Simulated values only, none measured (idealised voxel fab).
process module | voxel tone inversion
cross-section cut | 220 nm wide | cells 5 nm
A cross-section is a grid of square cells, given in bands from the top down. A band is one or more rows of cells.
Each band's line starts with the height of the band's top and of its bottom, in nm. Then come its materials from left to right, each with its width in nm. One material with "throughout" fills the band from edge to edge. "air" is empty space.
Height 0 is the level under which the wafer as received is all one material. The lowest band goes on downwards, as in "0 down".
A width such as "30 to 40" changes by the same amount from each row of cells to the next, from the band's top row to its bottom row.
"no change" after a step means that no cell of the cross-section changed.
closed voids: empty space of 8 cells or more with no open way to the top, each as width x height at its distance from the left edge, in nm
after a step's settings: what the simulator itself notes on the step
overlay nm, on a step with a mask: how far to the right of its planned place the mask lay; to the left if negative
plan
1 op RECEIVE | material Si
2 op CONFORMAL_DEP | material SiCN | thk nm 10
3 op DIRECTIONAL_DEP | material polySi | thk nm 15
4 op PATTERN | tone cover | mask id POSTS | material resist | width nm 20 | pitch nm 50 | thk nm 20 | overlay nm 0
5 op DIRECTIONAL_ETCH | etch materials polySi | depth nm 15
6 op STRIP | etch materials resist
7 op FILL_DEP | material SiO2 | thk nm 10
8 op CMP | height nm 25
9 op STRIP | etch materials polySi
10 op CONFORMAL_DEP | material TiN | thk nm 5
11 op FILL_DEP | material Ru | thk nm 5
12 op CMP | height nm 25
13 op CONFORMAL_DEP | material SiN | thk nm 5
first wafer, as planned
as received, after step 1
  0 down: Si throughout
  closed voids: none
after step 2
  10 to 0: SiCN throughout
  below 0: unchanged
after step 3
  25 to 10: polySi throughout
  below 10: unchanged
after step 4
  45 to 25: air 50 | resist 20 | air 30 | resist 20 | air 30 | resist 20 | air 50
  below 25: unchanged
after step 5
  45 to 25: air 50 | resist 20 | air 30 | resist 20 | air 30 | resist 20 | air 50
  25 to 10: air 50 | polySi 20 | air 30 | polySi 20 | air 30 | polySi 20 | air 50
  below 10: unchanged
after step 6
  25 to 10: air 50 | polySi 20 | air 30 | polySi 20 | air 30 | polySi 20 | air 50
  below 10: unchanged
after step 7
  35 to 25: SiO2 throughout
  25 to 10: SiO2 50 | polySi 20 | SiO2 30 | polySi 20 | SiO2 30 | polySi 20 | SiO2 50
  below 10: unchanged
after step 8
  25 to 10: SiO2 50 | polySi 20 | SiO2 30 | polySi 20 | SiO2 30 | polySi 20 | SiO2 50
  below 10: unchanged
after step 9
  25 to 10: SiO2 50 | air 20 | SiO2 30 | air 20 | SiO2 30 | air 20 | SiO2 50
  below 10: unchanged
after step 10
  30 to 25: TiN 55 | air 10 | TiN 40 | air 10 | TiN 40 | air 10 | TiN 55
  25 to 15: SiO2 50 | TiN 5 | air 10 | TiN 5 | SiO2 30 | TiN 5 | air 10 | TiN 5 | SiO2 30 | TiN 5 | air 10 | TiN 5 | SiO2 50
  15 to 10: SiO2 50 | TiN 20 | SiO2 30 | TiN 20 | SiO2 30 | TiN 20 | SiO2 50
  below 10: unchanged
after step 11
  35 to 30: Ru throughout
  30 to 25: TiN 55 | Ru 10 | TiN 40 | Ru 10 | TiN 40 | Ru 10 | TiN 55
  25 to 15: SiO2 50 | TiN 5 | Ru 10 | TiN 5 | SiO2 30 | TiN 5 | Ru 10 | TiN 5 | SiO2 30 | TiN 5 | Ru 10 | TiN 5 | SiO2 50
  below 15: unchanged
after step 12
  25 to 15: SiO2 50 | TiN 5 | Ru 10 | TiN 5 | SiO2 30 | TiN 5 | Ru 10 | TiN 5 | SiO2 30 | TiN 5 | Ru 10 | TiN 5 | SiO2 50
  below 15: unchanged
after step 13
  30 to 25: SiN throughout
  below 25: unchanged
second wafer: like start, like plan, one mistake. Through step 3 it matches the first wafer
when step 4 should have ended
  45 to 25: air 45 | resist 30 | air 20 | resist 30 | air 20 | resist 30 | air 45
  below 25: unchanged
when step 5 should have ended
  45 to 25: air 45 | resist 30 | air 20 | resist 30 | air 20 | resist 30 | air 45
  25 to 10: air 45 | polySi 30 | air 20 | polySi 30 | air 20 | polySi 30 | air 45
  below 10: unchanged
when step 6 should have ended
  25 to 10: air 45 | polySi 30 | air 20 | polySi 30 | air 20 | polySi 30 | air 45
  below 10: unchanged
when step 7 should have ended
  35 to 25: SiO2 throughout
  25 to 10: SiO2 45 | polySi 30 | SiO2 20 | polySi 30 | SiO2 20 | polySi 30 | SiO2 45
  below 10: unchanged
when step 8 should have ended
  25 to 10: SiO2 45 | polySi 30 | SiO2 20 | polySi 30 | SiO2 20 | polySi 30 | SiO2 45
  below 10: unchanged
when step 9 should have ended
  25 to 10: SiO2 45 | air 30 | SiO2 20 | air 30 | SiO2 20 | air 30 | SiO2 45
  below 10: unchanged
when step 10 should have ended
  30 to 25: TiN 50 | air 20 | TiN 30 | air 20 | TiN 30 | air 20 | TiN 50
  25 to 15: SiO2 45 | TiN 5 | air 20 | TiN 5 | SiO2 20 | TiN 5 | air 20 | TiN 5 | SiO2 20 | TiN 5 | air 20 | TiN 5 | SiO2 45
  15 to 10: SiO2 45 | TiN 30 | SiO2 20 | TiN 30 | SiO2 20 | TiN 30 | SiO2 45
  below 10: unchanged
when step 11 should have ended
  35 to 30: Ru throughout
  30 to 25: TiN 50 | Ru 20 | TiN 30 | Ru 20 | TiN 30 | Ru 20 | TiN 50
  25 to 15: SiO2 45 | TiN 5 | Ru 20 | TiN 5 | SiO2 20 | TiN 5 | Ru 20 | TiN 5 | SiO2 20 | TiN 5 | Ru 20 | TiN 5 | SiO2 45
  below 15: unchanged
when step 12 should have ended
  25 to 15: SiO2 45 | TiN 5 | Ru 20 | TiN 5 | SiO2 20 | TiN 5 | Ru 20 | TiN 5 | SiO2 20 | TiN 5 | Ru 20 | TiN 5 | SiO2 45
  below 15: unchanged
when step 13 should have ended
  30 to 25: SiN throughout
  below 25: unchanged
what went wrong: step 4 ran as: op PATTERN | tone cover | mask id POSTS | material resist | width nm 30 | pitch nm 50 | thk nm 20 | overlay nm 0
at the end the second wafer has, in cells: 12 more of Ru | 18 fewer of SiO2 | 6 more of TiN
